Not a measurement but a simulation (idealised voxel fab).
process module | voxel local oxidation
cross-section cut | 255 nm wide | cells 5 nm
A cross-section is a grid of square cells, given in bands from the top down. A band is one or more rows of cells.
Each band's line starts with the height of the band's top and of its bottom, in nm. Then come its materials from left to right, each with its width in nm. One material with "throughout" fills the band from edge to edge. "air" is empty space.
Height 0 is the level under which the wafer as received is all one material. The lowest band goes on downwards, as in "0 down".
A width such as "30 to 40" changes by the same amount from each row of cells to the next, from the band's top row to its bottom row.
"no change" after a step means that no cell of the cross-section changed.
closed voids: empty space of 8 cells or more with no open way to the top, each as width x height at its distance from the left edge, in nm
after a step's settings: what the simulator itself notes on the step
overlay nm, on a step with a mask: how far to the right of its planned place the mask lay; to the left if negative
plan
1 op RECEIVE | material Si
2 op CONFORMAL_DEP | material SiO2 | thk nm 5
3 op CONFORMAL_DEP | material SiN | thk nm 15
4 op DIRECTIONAL_DEP | material aC | thk nm 5
5 op PATTERN | tone cover | mask id ACTIVE | material resist | width nm 130 | thk nm 35 | overlay nm 0
6 op DIRECTIONAL_ETCH | etch materials aC | depth nm 15
7 op STRIP | etch materials resist
8 op DIRECTIONAL_ETCH | etch materials SiN | depth nm 15
9 op STRIP | etch materials aC
10 op SELECTIVE_ETCH | etch materials SiO2 | depth nm 5
11 op OXIDIZE | depth nm 15
12 op STRIP | etch materials SiN
varied across the wafers: thk nm of step 4. The plan shows the first wafer's value. All wafers start alike
first wafer as received, after step 1
  0 down: Si throughout
  closed voids: none
each wafer at the end: cells of each material gained (+) or lost (-) since it was received, then its closed voids
thk nm 5 | -99 Si | +123 SiO2 | closed voids: none
thk nm 10 | -99 Si | +123 SiO2 | closed voids: none
thk nm 15 | -99 Si | +123 SiO2 | closed voids: none
thk nm 20 | +51 SiO2 | closed voids: none
thk nm 25 | +51 SiO2 | closed voids: none
thk nm 30 | +51 SiO2 | closed voids: none
